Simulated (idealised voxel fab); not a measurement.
The name of this process module is voxel plated lines.
We display cut, a cross-section 300 nm in width whose square cells are each 5 nm.
In what follows, cross-sections appear as grids of square cells, described through bands that run from the top down, where every band is one or more rows of cells.
The band entry comprises the height of the band's top followed by the height of its bottom, expressed in nm, and subsequently the band's materials from left to right, each stated together with its width in nm. Where a single material is marked with the word "edge to edge", that material fills the band from edge to edge. The word "air" represents empty space.
Where do heights start? At 0: under that level the wafer as delivered is made of one material only. And the lowest band has no floor; it just carries on downward, as in "0 nm and below".
A two-number width, for instance "30->40", indicates that the width is equal to the first number in the top row of the band and to the second number in the bottom row, and that it changes by a constant amount per row of cells.
For the purposes of this document, the phrase "same as before" attached to a step denotes that no cell within the cross-section was modified by that step.
"Closed void catalog" contains a list of empty spaces, each no smaller than 8 cells and without an open way to the top, written in the form width x height at distance with the distance from the left edge and all three in nm.
Formally, on a step line, whatever follows the settings is a remark that the simulator itself makes on the step.
overlay nm: for a step with a mask, the amount by which the mask lay right of where it was planned; a negative amount means left of it.
The process steps that were planned are listed below:
1) RECEIVE: material Si
2) CONFORMAL_DEP: material Al2O3, thk nm 5
3) DIRECTIONAL_DEP: material TiN, thk nm 5
4) PATTERN: tone open, mask id LINES, material resist, width nm 20, pitch nm 35, thk nm 25, overlay nm 0
5) EPI: material Ru, thk nm 10
6) EPI: material Ru, thk nm 10
7) STRIP: etch materials resist
8) DIRECTIONAL_ETCH: etch materials TiN, depth nm 5
9) CONFORMAL_DEP: material SiN, thk nm 5
The cross-section here shows the wafer as received, i.e. in its state after step 1:
    0 nm and below | Si edge to edge
    Closed void catalog: none
Looking at the first of two wafers in cross-section at end of module - ran to plan:
    35 nm to 30 nm | 80 nm air; 30 nm SiN; 5 nm air; 30 nm SiN; 5 nm air; 30 nm SiN; 5 nm air; 30 nm SiN; 85 nm air
    30 nm to 10 nm | 80 nm air; 5 nm SiN; 20 nm Ru; 5 nm SiN; 5 nm air; 5 nm SiN; 20 nm Ru; 5 nm SiN; 5 nm air; 5 nm SiN; 20 nm Ru; 5 nm SiN; 5 nm air; 5 nm SiN; 20 nm Ru; 5 nm SiN; 85 nm air
    10 nm to 5 nm | 85 nm SiN; 20 nm TiN; 15 nm SiN; 20 nm TiN; 15 nm SiN; 20 nm TiN; 15 nm SiN; 20 nm TiN; 90 nm SiN
    5 nm to 0 nm | Al2O3 edge to edge
    0 nm and below | Si edge to edge
    Closed void catalog: none
second wafer at the end: like start, like plan, one mistake:
    35 nm to 30 nm | 75 nm air; 30 nm SiN; 5 nm air; 30 nm SiN; 5 nm air; 30 nm SiN; 5 nm air; 30 nm SiN; 90 nm air
    30 nm to 10 nm | 75 nm air; 5 nm SiN; 20 nm Ru; 5 nm SiN; 5 nm air; 5 nm SiN; 20 nm Ru; 5 nm SiN; 5 nm air; 5 nm SiN; 20 nm Ru; 5 nm SiN; 5 nm air; 5 nm SiN; 20 nm Ru; 5 nm SiN; 90 nm air
    10 nm to 5 nm | 80 nm SiN; 20 nm TiN; 15 nm SiN; 20 nm TiN; 15 nm SiN; 20 nm TiN; 15 nm SiN; 20 nm TiN; 95 nm SiN
    5 nm to 0 nm | Al2O3 edge to edge
    0 nm and below | Si edge to edge
    Closed void catalog: none
Against the plan, the run slipped here: it should be noted that step 4 was executed with settings other than those planned, the operation and settings actually applied being PATTERN: tone open, mask id LINES, material resist, width nm 20, pitch nm 35, thk nm 25, overlay nm -5
Cell counts per material: same on both final wafers. Positions: different.
